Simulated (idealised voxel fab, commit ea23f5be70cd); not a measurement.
A process module follows: voxel self aligned vias.
cross-section cut | 180 nm wide | cells 5 nm
Format of a cross-section: grid, square cells. Given as bands. Order: top down. Band: one or more rows of cells. It is stipulated that each band's entry specify, in nanometres, the height of the top of the band and then that of its bottom, followed by the materials of the band in left-to-right sequence, each together with its width in nanometres. A single material marked by the word "everywhere" is understood to fill the band from edge to edge; the word "air" is understood to denote empty space. Heights are reckoned from 0. Under this level, the received wafer is all of one material. The bottommost band is open-ended downward, for example "from 0 down". The two numbers in a width such as "30 to 40" mark its ends across the band: the first belongs to the top row of cells, the second to the bottom row, and from each row to the next the width moves by the same amount. The designation "nothing was modified", where it is given for a processing step, indicates that no cell of the cross-section was altered in the course of that step. The entry "Sealed void listing" lists the empty spaces that cover at least 8 cells and have no open path to the top. Each is written as width x height at distance, where the distance is measured from the left edge and all three values are in nm. Whatever follows a step's settings on its line is a remark the simulator itself makes about that step. The "overlay nm" setting may appear on a step's line; for a step that uses a mask, it gives how far to the right of its planned position the mask lay, and a negative value indicates the left.

### List of planned process steps
1 RECEIVE (material Si)
2 CONFORMAL_DEP (material SiO2; thk nm 10)
3 CONFORMAL_DEP (material SiCN; thk nm 5)
4 DIRECTIONAL_DEP (material SiO2; thk nm 20)
5 MASKED_ETCH (tone open; mask id LINES; width nm 25; pitch nm 70; etch materials SiO2; depth nm 20; overlay nm 0)
6 CONFORMAL_DEP (material TiN; thk nm 5)
7 FILL_DEP (material W; thk nm 10)
8 CMP (height nm 35)
9 SELECTIVE_ETCH (etch materials W Ru TiN; depth nm 5)
10 FILL_DEP (material SiN; thk nm 10)
11 CMP (height nm 35)
12 DIRECTIONAL_DEP (material SiO2; thk nm 20)
13 PATTERN (tone open; mask id VIAS; material resist; width nm 45; pitch nm 70; thk nm 15; overlay nm 0)
14 DIRECTIONAL_ETCH (etch materials SiO2; depth nm 20)
15 DIRECTIONAL_ETCH (etch materials SiN; depth nm 5)
16 STRIP (etch materials resist)
17 CONFORMAL_DEP (material TiN; thk nm 5)
18 FILL_DEP (material Cu; thk nm 10)
19 CMP (height nm 55)
20 CONFORMAL_DEP (material SiN; thk nm 5)

### As-received wafer cross-section (after step 1)
from 0 down: Si everywhere
Sealed void listing: none

### Sectioned view, first of two wafers, at the close of the module, processed as intended in the plan
from 60 to 55: SiN everywhere
from 55 to 40: SiO2 30 nm, TiN 5 nm, Cu 35 nm, TiN 5 nm, SiO2 25 nm, TiN 5 nm, Cu 35 nm, TiN 5 nm, SiO2 35 nm
from 40 to 35: SiO2 30 nm, TiN 15 nm, Cu 15 nm, TiN 15 nm, SiO2 25 nm, TiN 15 nm, Cu 15 nm, TiN 15 nm, SiO2 35 nm
from 35 to 30: SiO2 40 nm, TiN 25 nm, SiO2 45 nm, TiN 25 nm, SiO2 45 nm
from 30 to 20: SiO2 40 nm, TiN 5 nm, W 15 nm, TiN 5 nm, SiO2 45 nm, TiN 5 nm, W 15 nm, TiN 5 nm, SiO2 45 nm
from 20 to 15: SiO2 40 nm, TiN 25 nm, SiO2 45 nm, TiN 25 nm, SiO2 45 nm
from 15 to 10: SiCN everywhere
from 10 to 0: SiO2 everywhere
from 0 down: Si everywhere
Sealed void listing: none

### Cross-section, wafer two of two, end of module: same start and plan as wafer one, one error in execution
from 60 to 55: SiN everywhere
from 55 to 40: Cu 25 nm, TiN 5 nm, SiO2 45 nm, TiN 5 nm, Cu 15 nm, TiN 5 nm, SiO2 45 nm, TiN 5 nm, Cu 30 nm
from 40 to 35: TiN 30 nm, SiO2 45 nm, TiN 25 nm, SiO2 45 nm, TiN 35 nm
from 35 to 30: SiO2 40 nm, SiN 25 nm, SiO2 45 nm, SiN 25 nm, SiO2 45 nm
from 30 to 20: SiO2 40 nm, TiN 5 nm, W 15 nm, TiN 5 nm, SiO2 45 nm, TiN 5 nm, W 15 nm, TiN 5 nm, SiO2 45 nm
from 20 to 15: SiO2 40 nm, TiN 25 nm, SiO2 45 nm, TiN 25 nm, SiO2 45 nm
from 15 to 10: SiCN everywhere
from 10 to 0: SiO2 everywhere
from 0 down: Si everywhere
Sealed void listing: none
Deviation noted in wafer processing: step 13: run off-plan, actual operation and settings PATTERN (tone cover; mask id VIAS; material resist; width nm 45; pitch nm 70; thk nm 15; overlay nm 0)
Wrapping up, a cell-based count of both wafers puts the second over or under the first for these materials: 6 fewer of Cu, 10 more of SiN, 4 fewer of TiN
